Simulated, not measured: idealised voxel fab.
Proc. module: voxel transistor to metal
Section shown: cut. Width: 290 nm. Cell size: 5 nm, square.
In this document a cross-section is written as a grid of square cells. It is given as a series of bands, listed from the top down, and a band is one or more rows of cells.
Each band's line starts with the height of the band's top and of its bottom, in nm. Then come its materials from left to right, each with its width in nm. One material with "all across" fills the band from edge to edge. "blank" is empty space.
Height datum 0, below which the as-received substrate wafer is one material. Lowest band open at the bottom, running downward: "0 nm and below".
When a width is written as two numbers, as in "30->40", the first number is the width in the top row of cells of the band and the second is the width in its bottom row, and the width changes by the same amount from each row to the next.
"nothing changed" for a step: no cell of the cross-section changed in that step.
Listed in "Sealed-off cavities": every empty space of 8 or more cells without an open way to the top. Form: width x height at distance, the distance being from the left edge, all in nm.
That trailing text on a step's line, after the settings, is the simulator's own remark on the step.
"overlay nm" answers the question of how far to the right of plan the mask lay on a step that has a mask, and when it is negative the answer is to the left.

# plan
1,RECEIVE,material Si
2,CONFORMAL_DEP,material SiO2,thk nm 5
3,CONFORMAL_DEP,material SiN,thk nm 10
4,MASKED_ETCH,tone cover,mask id ACTIVE,width nm 115,pitch nm 135,etch materials SiN,depth nm 10,overlay nm 0
5,MASKED_ETCH,tone cover,mask id ACTIVE,width nm 115,pitch nm 135,etch materials SiO2,depth nm 5,overlay nm 0
6,MASKED_ETCH,tone cover,mask id ACTIVE,width nm 115,pitch nm 135,etch materials Si,depth nm 30,overlay nm 0
7,FILL_DEP,material SiO2,thk nm 5
8,CMP,height nm 15
9,SELECTIVE_ETCH,etch materials SiO2,depth nm 5
10,STRIP,etch materials SiN
11,SELECTIVE_ETCH,etch materials SiO2,depth nm 5
12,OXIDIZE,depth nm 5
13,DIRECTIONAL_DEP,material polySi,thk nm 30
14,DIRECTIONAL_DEP,material SiCN,thk nm 10
15,PATTERN,tone cover,mask id GATE,material resist,width nm 35,pitch nm 135,thk nm 20,overlay nm 0
16,DIRECTIONAL_ETCH,etch materials SiCN,depth nm 20
17,DIRECTIONAL_ETCH,etch materials polySi,depth nm 40
18,STRIP,etch materials resist
19,CONFORMAL_DEP,material SiO2,thk nm 5
20,DIRECTIONAL_ETCH,etch materials SiO2,depth nm 5
21,CONFORMAL_DEP,material SiN,thk nm 10
22,DIRECTIONAL_ETCH,etch materials SiN,depth nm 10
23,DIRECTIONAL_ETCH,etch materials SiO2,depth nm 5
24,EPI,material SiGe,thk nm 5
25,FILL_DEP,material SiO2,thk nm 10
26,CMP,height nm 30
27,STRIP,etch materials polySi
28,SELECTIVE_ETCH,etch materials SiO2,depth nm 5
29,CONFORMAL_DEP,material HfO2,thk nm 5
30,CONFORMAL_DEP,material TiN,thk nm 5
31,FILL_DEP,material W,thk nm 10
32,CMP,height nm 25
33,DIRECTIONAL_DEP,material SiO2,thk nm 15
34,PATTERN,tone open,mask id CONTACT,material resist,width nm 15,thk nm 15,overlay nm 0
35,DIRECTIONAL_ETCH,etch materials SiO2,depth nm 40
36,STRIP,etch materials resist
37,CONFORMAL_DEP,material TiN,thk nm 5
38,FILL_DEP,material Ru,thk nm 5
39,CMP,height nm 40
40,DIRECTIONAL_DEP,material TiN,thk nm 5
41,DIRECTIONAL_DEP,material Ru,thk nm 15
42,MASKED_ETCH,tone cover,mask id METAL_1,width nm 15,etch materials Ru,depth nm 15,overlay nm 0
43,MASKED_ETCH,tone cover,mask id METAL_1,width nm 15,etch materials TiN,depth nm 5,overlay nm 0
44,FILL_DEP,material lowk,thk nm 10
45,CMP,height nm 60
46,CONFORMAL_DEP,material SiN,thk nm 5

# The cross-section here shows the wafer as received, i.e. in its state after step 1
    0 nm and below  Si all across
    Sealed-off cavities: none

# Cross-section, end of module. Start: as above. Plan: as above. Execution: one mistake
    65 nm to 60 nm  SiN all across
    60 nm to 45 nm  25 nm lowk  15 nm Ru  75 nm lowk  15 nm Ru  30 nm lowk  15 nm Ru  75 nm lowk  15 nm Ru  25 nm lowk
    45 nm to 40 nm  25 nm lowk  15 nm TiN  75 nm lowk  15 nm TiN  30 nm lowk  15 nm TiN  75 nm lowk  15 nm TiN  25 nm lowk
    40 nm to 25 nm  25 nm SiO2  5 nm TiN  5 nm Ru  5 nm TiN  75 nm SiO2  5 nm TiN  5 nm Ru  5 nm TiN  30 nm SiO2  5 nm TiN  5 nm Ru  5 nm TiN  75 nm SiO2  5 nm TiN  5 nm Ru  5 nm TiN  25 nm SiO2
    25 nm to 5 nm  25 nm SiO2  5 nm TiN  5 nm Ru  5 nm TiN  15 nm SiO2  5 nm HfO2  5 nm TiN  25 nm W  5 nm TiN  5 nm HfO2  15 nm SiO2  5 nm TiN  5 nm Ru  5 nm TiN  30 nm SiO2  5 nm TiN  5 nm Ru  5 nm TiN  15 nm SiO2  5 nm HfO2  5 nm TiN  25 nm W  5 nm TiN  5 nm HfO2  15 nm SiO2  5 nm TiN  5 nm Ru  5 nm TiN  25 nm SiO2
    5 nm to 0 nm  25 nm SiO2  15 nm TiN  15 nm SiO2  5 nm HfO2  35 nm TiN  5 nm HfO2  15 nm SiO2  15 nm TiN  30 nm SiO2  15 nm TiN  15 nm SiO2  5 nm HfO2  35 nm TiN  5 nm HfO2  15 nm SiO2  15 nm TiN  25 nm SiO2
    0 nm to -5 nm  20 nm SiO2  35 nm SiGe  45 nm HfO2  35 nm SiGe  20 nm SiO2  35 nm SiGe  45 nm HfO2  35 nm SiGe  20 nm SiO2
    -5 nm to -30 nm  20 nm SiO2  115 nm Si  20 nm SiO2  115 nm Si  20 nm SiO2
    -30 nm and below  Si all across
    Sealed-off cavities: none
what went wrong: plan step 21 was not performed, having been skipped
